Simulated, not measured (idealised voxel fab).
Presented below is a process module, voxel self aligned contacts.
The cross-section on display is named cut; it measures 145 nm wide, and its cells are 5 nm squares.
Cross-section layout: square cells on a grid; listed as bands, top to bottom; a band spans one or more cell rows.
Band entry format. Leading values: height of top, height of bottom, nm. Remainder: materials in left-to-right order, each with its width in nm. Special words: "everywhere" on a single material, which then fills the band edge to edge; "empty", empty space.
It should be noted that heights are counted from 0, beneath which the wafer as supplied is of one material throughout, and that the lowest band possesses no lower boundary but continues downward, as written in "0 nm and below".
Width "30 to 40": first value at the band's top row of cells, second value at its bottom row, equal change from row to row.
Step note "no alterations made" = no cross-section cell changed.
Reported under the label "Tabulated closed voids" are the empty spaces having no open way to the top and comprising 8 cells or more; the notation for each is width x height at distance, in which the distance is measured from the left edge and all three values are in nm.
If you see something after the settings on a step's line, that's the simulator's own remark about that step.
The setting "overlay nm" may be written on the line of a step. When the step uses a mask, the value reports how far to the right of the planned place the mask lay, and a negative value reports that it lay to the left.

-- Planned step list for the process
1,RECEIVE | material Si
2,OXIDIZE | depth nm 5
3,DIRECTIONAL_DEP | material polySi | thk nm 30
4,DIRECTIONAL_DEP | material SiN | thk nm 20
5,PATTERN | tone cover | mask id GATE | material resist | width nm 30 | pitch nm 75 | thk nm 15 | overlay nm 0
6,DIRECTIONAL_ETCH | etch materials SiN | depth nm 20
7,DIRECTIONAL_ETCH | etch materials polySi | depth nm 30
8,STRIP | etch materials resist
9,CONFORMAL_DEP | material SiN | thk nm 10
10,DIRECTIONAL_ETCH | etch materials SiN | depth nm 10
11,FILL_DEP | material SiO2 | thk nm 15
12,CMP | height nm 55
13,MASKED_ETCH | tone open | mask id CONTACT | width nm 55 | etch materials SiO2 | depth nm 60 | overlay nm 0
14,CONFORMAL_DEP | material TiN | thk nm 5
15,FILL_DEP | material Ru | thk nm 10
16,CMP | height nm 55
17,CONFORMAL_DEP | material SiN | thk nm 5

-- Step 1 complete: cross-section of the wafer as received
  0 nm and below | Si everywhere
  Tabulated closed voids: none

-- First of two wafers at the end of the module, shown in cross-section; run carried out as planned
  60 nm to 55 nm | SiN everywhere
  55 nm to 50 nm | 45 SiO2 / 20 TiN / 15 Ru / 20 TiN / 45 SiO2
  50 nm to 30 nm | 10 SiO2 / 50 SiN / 5 TiN / 15 Ru / 5 TiN / 50 SiN / 10 SiO2
  30 nm to 0 nm | 10 SiO2 / 10 SiN / 30 polySi / 10 SiN / 5 TiN / 15 Ru / 5 TiN / 10 SiN / 30 polySi / 10 SiN / 10 SiO2
  0 nm to -5 nm | 60 SiO2 / 25 TiN / 60 SiO2
  -5 nm and below | Si everywhere
  Tabulated closed voids: none

-- Cross-section, wafer two of two, end of module: same start and plan as wafer one, one error in execution
  60 nm to 55 nm | SiN everywhere
  55 nm to 50 nm | 5 Ru / 40 TiN / 55 SiO2 / 40 TiN / 5 Ru
  50 nm to 30 nm | 5 Ru / 5 TiN / 50 SiN / 25 SiO2 / 50 SiN / 5 TiN / 5 Ru
  30 nm to 0 nm | 5 Ru / 5 TiN / 10 SiN / 30 polySi / 10 SiN / 25 SiO2 / 10 SiN / 30 polySi / 10 SiN / 5 TiN / 5 Ru
  0 nm to -5 nm | 10 TiN / 125 SiO2 / 10 TiN
  -5 nm and below | Si everywhere
  Tabulated closed voids: none
It is concluded that the wafer was processed incorrectly with respect to the plan, in that for step 13, the planned setting was not used; the step was instead run as MASKED_ETCH | tone cover | mask id CONTACT | width nm 55 | etch materials SiO2 | depth nm 60 | overlay nm 0
At the finish, the second wafer shows more or fewer cells for some materials than the first does: -11 Ru; +4 SiO2; +7 TiN
